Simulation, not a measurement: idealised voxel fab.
process module | voxel fin reveal
cross-section cut | 275 nm wide | cells 5 nm
A cross-section is a grid of square cells, given in bands from the top down. A band is one or more rows of cells.
Each band's line starts with the height of the band's top and of its bottom, in nm. Then come its materials from left to right, each with its width in nm. One material with "throughout" fills the band from edge to edge. "air" is empty space.
Height 0 is the level under which the wafer as received is all one material. The lowest band goes on downwards, as in "0 down".
A width such as "30 to 40" changes by the same amount from each row of cells to the next, from the band's top row to its bottom row.
"no change" after a step means that no cell of the cross-section changed.
closed voids: empty space of 8 cells or more with no open way to the top, each as width x height at its distance from the left edge, in nm
after a step's settings: what the simulator itself notes on the step
overlay nm, on a step with a mask: how far to the right of its planned place the mask lay; to the left if negative
plan
1 op RECEIVE | material Si
2 op CONFORMAL_DEP | material SiN | thk nm 5
3 op MASKED_ETCH | tone cover | mask id FINS | width nm 15 | pitch nm 40 | etch materials SiN | depth nm 5 | overlay nm 0
4 op MASKED_ETCH | tone cover | mask id FINS | width nm 15 | pitch nm 40 | etch materials Si | depth nm 30 | overlay nm 0
5 op OXIDIZE | depth nm 5
6 op FILL_DEP | material SiO2 | thk nm 15
7 op CMP | height nm 5
8 op SELECTIVE_ETCH | etch materials SiO2 | depth nm 15
9 op STRIP | etch materials SiN
10 op CONFORMAL_DEP | material SiO2 | thk nm 5
first wafer, as planned
as received, after step 1
  0 down: Si throughout
  closed voids: none
after step 2
  5 to 0: SiN throughout
  below 0: unchanged
after step 3
  5 to 0: air 110 | SiN 15 | air 25 | SiN 15 | air 110
  below 0: unchanged
after step 4
  5 to 0: air 110 | SiN 15 | air 25 | SiN 15 | air 110
  0 to -30: air 110 | Si 15 | air 25 | Si 15 | air 110
  below -30: unchanged
after step 5
  5 to 0: air 110 | SiN 15 | air 25 | SiN 15 | air 110
  0 to -30: air 110 | SiO2 5 | Si 5 | SiO2 5 | air 25 | SiO2 5 | Si 5 | SiO2 5 | air 110
  -30 to -35: SiO2 115 | Si 5 | SiO2 35 | Si 5 | SiO2 115
  below -35: unchanged
after step 6
  20 to 5: SiO2 throughout
  5 to 0: SiO2 110 | SiN 15 | SiO2 25 | SiN 15 | SiO2 110
  0 to -35: SiO2 115 | Si 5 | SiO2 35 | Si 5 | SiO2 115
  below -35: unchanged
after step 7
  5 to 0: SiO2 110 | SiN 15 | SiO2 25 | SiN 15 | SiO2 110
  below 0: unchanged
after step 8
  5 to 0: air 110 | SiN 15 | air 25 | SiN 15 | air 110
  0 to -10: air 115 | Si 5 | air 35 | Si 5 | air 115
  below -10: unchanged
after step 9
  0 to -10: air 115 | Si 5 | air 35 | Si 5 | air 115
  below -10: unchanged
after step 10
  5 to 0: air 110 | SiO2 15 | air 25 | SiO2 15 | air 110
  0 to -5: air 110 | SiO2 5 | Si 5 | SiO2 5 | air 25 | SiO2 5 | Si 5 | SiO2 5 | air 110
  -5 to -35: SiO2 115 | Si 5 | SiO2 35 | Si 5 | SiO2 115
  below -35: unchanged
second wafer: like start, like plan, one mistake. Through step 8 it matches the first wafer
when step 9 should have ended
  5 to 0: air 110 | SiN 15 | air 25 | SiN 15 | air 110
  0 to -35: air 115 | Si 5 | air 35 | Si 5 | air 115
  below -35: unchanged
when step 10 should have ended
  10 to 5: air 105 | SiO2 25 | air 15 | SiO2 25 | air 105
  5 to 0: air 105 | SiO2 5 | SiN 15 | SiO2 5 | air 15 | SiO2 5 | SiN 15 | SiO2 5 | air 105
  0 to -5: air 105 | SiO2 10 | Si 5 | SiO2 10 | air 15 | SiO2 10 | Si 5 | SiO2 10 | air 105
  -5 to -30: air 110 | SiO2 5 | Si 5 | SiO2 5 | air 25 | SiO2 5 | Si 5 | SiO2 5 | air 110
  -30 to -35: SiO2 115 | Si 5 | SiO2 35 | Si 5 | SiO2 115
  below -35: unchanged
what went wrong: step 9 ran as: op STRIP | etch materials SiO2
at the end the second wafer has, in cells: 6 more of SiN | 233 fewer of SiO2
